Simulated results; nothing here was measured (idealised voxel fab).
Title: Process Module voxel self aligned contacts
Each square cell in cross-section cut measures 5 nm, and the section as a whole is 280 nm wide.
Heads up, the way a cross-section reads in here is a grid of square cells, handed over as bands from the top down, with every band being one or more rows of cells. For a band, the entry starts with two heights in nm, that of the top and then that of the bottom, and carries on with the band's materials in order from left to right, each alongside its width in nm; the word "edge to edge" beside a single material means it fills the band edge to edge, and "empty" means empty space. Below 0: as-received wafer, all one material; heights counted from there. Lowest band: no bottom, goes on down, written "0..down". Top row gets the first number, bottom row gets the second, and each row in between changes by the same step: that is how a band width like "30 to 40" works. Step marked "all unchanged"? Then no cell in the cross-section changed in it. Closed empty spaces (no open way to the top) of 8 cells or more are what "Enclosed void list" lists, each as width x height at distance from the left edge, nm for all three. Post-settings text on a step line: simulator's own remark regarding the step. overlay nm: for a step with a mask, the amount by which the mask lay right of where it was planned; a negative amount means left of it.

Listed below are the process steps as planned:
1 RECEIVE with material Si
2 CONFORMAL_DEP with material SiO2, thk nm 5
3 DIRECTIONAL_DEP with material polySi, thk nm 30
4 DIRECTIONAL_DEP with material SiN, thk nm 20
5 MASKED_ETCH with tone cover, mask id GATE, width nm 25, pitch nm 50, etch materials SiN, depth nm 20, overlay nm 0
6 MASKED_ETCH with tone cover, mask id GATE, width nm 25, pitch nm 50, etch materials polySi, depth nm 30, overlay nm 0
7 CONFORMAL_DEP with material SiN, thk nm 5
8 DIRECTIONAL_ETCH with etch materials SiN, depth nm 5
9 FILL_DEP with material SiO2, thk nm 20
10 CMP with height nm 65
11 PATTERN with tone open, mask id CONTACT, material resist, width nm 35, pitch nm 50, thk nm 15, overlay nm 0
12 DIRECTIONAL_ETCH with etch materials SiO2, depth nm 65
13 STRIP with etch materials resist
14 CONFORMAL_DEP with material TiN, thk nm 5
15 FILL_DEP with material W, thk nm 10
16 CMP with height nm 65
17 CONFORMAL_DEP with material SiCN, thk nm 5

First wafer, two in total, run as planned:

This is the cross-section of the wafer as we received it, i.e. after step 1:
    0..down  Si edge to edge
    Enclosed void list: none

The wafer, seen in cross-section, after step 2:
    5..0  SiO2 edge to edge
    Anything lower than 0 is untouched.

The wafer, seen in cross-section, after step 3:
    35..5  polySi edge to edge
    Anything lower than 5 is untouched.

The wafer, seen in cross-section, after step 4:
    55..35  SiN edge to edge
    Anything lower than 35 is untouched.

The wafer, seen in cross-section, after step 5:
    55..35  empty: 75; SiN: 25; empty: 25; SiN: 25; empty: 25; SiN: 25; empty: 80
    Anything lower than 35 is untouched.

The wafer, seen in cross-section, after step 6:
    55..35  empty: 75; SiN: 25; empty: 25; SiN: 25; empty: 25; SiN: 25; empty: 80
    35..5  empty: 75; polySi: 25; empty: 25; polySi: 25; empty: 25; polySi: 25; empty: 80
    Anything lower than 5 is untouched.

The wafer, seen in cross-section, after step 7:
    60..35  empty: 70; SiN: 35; empty: 15; SiN: 35; empty: 15; SiN: 35; empty: 75
    35..10  empty: 70; SiN: 5; polySi: 25; SiN: 5; empty: 15; SiN: 5; polySi: 25; SiN: 5; empty: 15; SiN: 5; polySi: 25; SiN: 5; empty: 75
    10..5  SiN: 75; polySi: 25; SiN: 25; polySi: 25; SiN: 25; polySi: 25; SiN: 80
    Anything lower than 5 is untouched.

The wafer, seen in cross-section, after step 8:
    55..35  empty: 70; SiN: 35; empty: 15; SiN: 35; empty: 15; SiN: 35; empty: 75
    35..5  empty: 70; SiN: 5; polySi: 25; SiN: 5; empty: 15; SiN: 5; polySi: 25; SiN: 5; empty: 15; SiN: 5; polySi: 25; SiN: 5; empty: 75
    Anything lower than 5 is untouched.

The wafer, seen in cross-section, after step 9:
    75..55  SiO2 edge to edge
    55..35  SiO2: 70; SiN: 35; SiO2: 15; SiN: 35; SiO2: 15; SiN: 35; SiO2: 75
    35..5  SiO2: 70; SiN: 5; polySi: 25; SiN: 5; SiO2: 15; SiN: 5; polySi: 25; SiN: 5; SiO2: 15; SiN: 5; polySi: 25; SiN: 5; SiO2: 75
    Anything lower than 5 is untouched.

The wafer, seen in cross-section, after step 10:
    65..55  SiO2 edge to edge
    Anything lower than 55 is untouched.

The wafer, seen in cross-section, after step 11:
    80..65  resist: 95; empty: 35; resist: 15; empty: 35; resist: 100
    Anything lower than 65 is untouched.

The wafer, seen in cross-section, after step 12:
    80..65  resist: 95; empty: 35; resist: 15; empty: 35; resist: 100
    65..55  SiO2: 95; empty: 35; SiO2: 15; empty: 35; SiO2: 100
    55..35  SiO2: 70; SiN: 35; empty: 15; SiN: 35; empty: 15; SiN: 35; SiO2: 75
    35..5  SiO2: 70; SiN: 5; polySi: 25; SiN: 5; empty: 15; SiN: 5; polySi: 25; SiN: 5; empty: 15; SiN: 5; polySi: 25; SiN: 5; SiO2: 75
    5..0  SiO2: 105; empty: 15; SiO2: 35; empty: 15; SiO2: 110
    Anything lower than 0 is untouched.

The wafer, seen in cross-section, after step 13:
    65..55  SiO2: 95; empty: 35; SiO2: 15; empty: 35; SiO2: 100
    Anything lower than 55 is untouched.

The wafer, seen in cross-section, after step 14:
    70..65  TiN: 100; empty: 25; TiN: 25; empty: 25; TiN: 105
    65..55  SiO2: 95; TiN: 5 to 15; empty: 25 to 5; TiN: 5 to 15; SiO2: 15; TiN: 5 to 15; empty: 25 to 5; TiN: 5 to 15; SiO2: 100
    55..35  SiO2: 70; SiN: 35; TiN: 5; empty: 5; TiN: 5; SiN: 35; TiN: 5; empty: 5; TiN: 5; SiN: 35; SiO2: 75
    35..5  SiO2: 70; SiN: 5; polySi: 25; SiN: 5; TiN: 5; empty: 5; TiN: 5; SiN: 5; polySi: 25; SiN: 5; TiN: 5; empty: 5; TiN: 5; SiN: 5; polySi: 25; SiN: 5; SiO2: 75
    5..0  SiO2: 105; TiN: 15; SiO2: 35; TiN: 15; SiO2: 110
    Anything lower than 0 is untouched.

The wafer, seen in cross-section, after step 15:
    80..70  W edge to edge
    70..65  TiN: 100; W: 25; TiN: 25; W: 25; TiN: 105
    65..55  SiO2: 95; TiN: 5 to 15; W: 25 to 5; TiN: 5 to 15; SiO2: 15; TiN: 5 to 15; W: 25 to 5; TiN: 5 to 15; SiO2: 100
    55..35  SiO2: 70; SiN: 35; TiN: 5; W: 5; TiN: 5; SiN: 35; TiN: 5; W: 5; TiN: 5; SiN: 35; SiO2: 75
    35..5  SiO2: 70; SiN: 5; polySi: 25; SiN: 5; TiN: 5; W: 5; TiN: 5; SiN: 5; polySi: 25; SiN: 5; TiN: 5; W: 5; TiN: 5; SiN: 5; polySi: 25; SiN: 5; SiO2: 75
    Anything lower than 5 is untouched.

The wafer, seen in cross-section, after step 16:
    65..55  SiO2: 95; TiN: 5 to 15; W: 25 to 5; TiN: 5 to 15; SiO2: 15; TiN: 5 to 15; W: 25 to 5; TiN: 5 to 15; SiO2: 100
    Anything lower than 55 is untouched.

The wafer, seen in cross-section, after step 17:
    70..65  SiCN edge to edge
    Anything lower than 65 is untouched.

Here the second wafer is described. Its start and its plan were those of the first wafer. Its run contained one mistake. Up to and including step 2, it did exactly what the first wafer did:

Cross-section of the second wafer when, according to plan, step 3 should have finished:
    65..5  polySi edge to edge
    Anything lower than 5 is untouched.

Cross-section of the second wafer when, according to plan, step 4 should have finished:
    85..65  SiN edge to edge
    Anything lower than 65 is untouched.

Cross-section of the second wafer when, according to plan, step 5 should have finished:
    85..65  empty: 75; SiN: 25; empty: 25; SiN: 25; empty: 25; SiN: 25; empty: 80
    Anything lower than 65 is untouched.

Cross-section of the second wafer when, according to plan, step 6 should have finished:
    85..65  empty: 75; SiN: 25; empty: 25; SiN: 25; empty: 25; SiN: 25; empty: 80
    65..35  empty: 75; polySi: 25; empty: 25; polySi: 25; empty: 25; polySi: 25; empty: 80
    Anything lower than 35 is untouched.

Cross-section of the second wafer when, according to plan, step 7 should have finished:
    90..65  empty: 70; SiN: 35; empty: 15; SiN: 35; empty: 15; SiN: 35; empty: 75
    65..40  empty: 70; SiN: 5; polySi: 25; SiN: 5; empty: 15; SiN: 5; polySi: 25; SiN: 5; empty: 15; SiN: 5; polySi: 25; SiN: 5; empty: 75
    40..35  SiN: 75; polySi: 25; SiN: 25; polySi: 25; SiN: 25; polySi: 25; SiN: 80
    Anything lower than 35 is untouched.

Cross-section of the second wafer when, according to plan, step 8 should have finished:
    85..65  empty: 70; SiN: 35; empty: 15; SiN: 35; empty: 15; SiN: 35; empty: 75
    65..35  empty: 70; SiN: 5; polySi: 25; SiN: 5; empty: 15; SiN: 5; polySi: 25; SiN: 5; empty: 15; SiN: 5; polySi: 25; SiN: 5; empty: 75
    Anything lower than 35 is untouched.

Cross-section of the second wafer when, according to plan, step 9 should have finished:
    105..85  SiO2 edge to edge
    85..65  SiO2: 70; SiN: 35; SiO2: 15; SiN: 35; SiO2: 15; SiN: 35; SiO2: 75
    65..35  SiO2: 70; SiN: 5; polySi: 25; SiN: 5; SiO2: 15; SiN: 5; polySi: 25; SiN: 5; SiO2: 15; SiN: 5; polySi: 25; SiN: 5; SiO2: 75
    Anything lower than 35 is untouched.

Cross-section of the second wafer when, according to plan, step 10 should have finished:
    65..35  SiO2: 70; SiN: 5; polySi: 25; SiN: 5; SiO2: 15; SiN: 5; polySi: 25; SiN: 5; SiO2: 15; SiN: 5; polySi: 25; SiN: 5; SiO2: 75
    Anything lower than 35 is untouched.

Cross-section of the second wafer when, according to plan, step 11 should have finished:
    80..65  resist: 95; empty: 35; resist: 15; empty: 35; resist: 100
    Anything lower than 65 is untouched.

Cross-section of the second wafer when, according to plan, step 12 should have finished:
    80..65  resist: 95; empty: 35; resist: 15; empty: 35; resist: 100
    65..35  SiO2: 70; SiN: 5; polySi: 25; SiN: 5; empty: 15; SiN: 5; polySi: 25; SiN: 5; empty: 15; SiN: 5; polySi: 25; SiN: 5; SiO2: 75
    Anything lower than 35 is untouched.

Cross-section of the second wafer when, according to plan, step 13 should have finished:
    65..35  SiO2: 70; SiN: 5; polySi: 25; SiN: 5; empty: 15; SiN: 5; polySi: 25; SiN: 5; empty: 15; SiN: 5; polySi: 25; SiN: 5; SiO2: 75
    Anything lower than 35 is untouched.

Cross-section of the second wafer when, according to plan, step 14 should have finished:
    70..65  TiN: 110; empty: 5; TiN: 45; empty: 5; TiN: 115
    65..40  SiO2: 70; SiN: 5; polySi: 25; SiN: 5; TiN: 5; empty: 5; TiN: 5; SiN: 5; polySi: 25; SiN: 5; TiN: 5; empty: 5; TiN: 5; SiN: 5; polySi: 25; SiN: 5; SiO2: 75
    40..35  SiO2: 70; SiN: 5; polySi: 25; SiN: 5; TiN: 15; SiN: 5; polySi: 25; SiN: 5; TiN: 15; SiN: 5; polySi: 25; SiN: 5; SiO2: 75
    Anything lower than 35 is untouched.

Cross-section of the second wafer when, according to plan, step 15 should have finished:
    80..70  W edge to edge
    70..65  TiN: 110; W: 5; TiN: 45; W: 5; TiN: 115
    65..40  SiO2: 70; SiN: 5; polySi: 25; SiN: 5; TiN: 5; W: 5; TiN: 5; SiN: 5; polySi: 25; SiN: 5; TiN: 5; W: 5; TiN: 5; SiN: 5; polySi: 25; SiN: 5; SiO2: 75
    Anything lower than 40 is untouched.

Cross-section of the second wafer when, according to plan, step 16 should have finished:
    65..40  SiO2: 70; SiN: 5; polySi: 25; SiN: 5; TiN: 5; W: 5; TiN: 5; SiN: 5; polySi: 25; SiN: 5; TiN: 5; W: 5; TiN: 5; SiN: 5; polySi: 25; SiN: 5; SiO2: 75
    Anything lower than 40 is untouched.

Cross-section of the second wafer when, according to plan, step 17 should have finished:
    70..65  SiCN edge to edge
    Anything lower than 65 is untouched.
Where did the run depart from the plan? step 3 was run twice
In the final state, the cell counts of the second wafer exceed or fall short of those of the first for the following materials: -84 SiN; -194 SiO2; -36 TiN; -22 W; +336 polySi
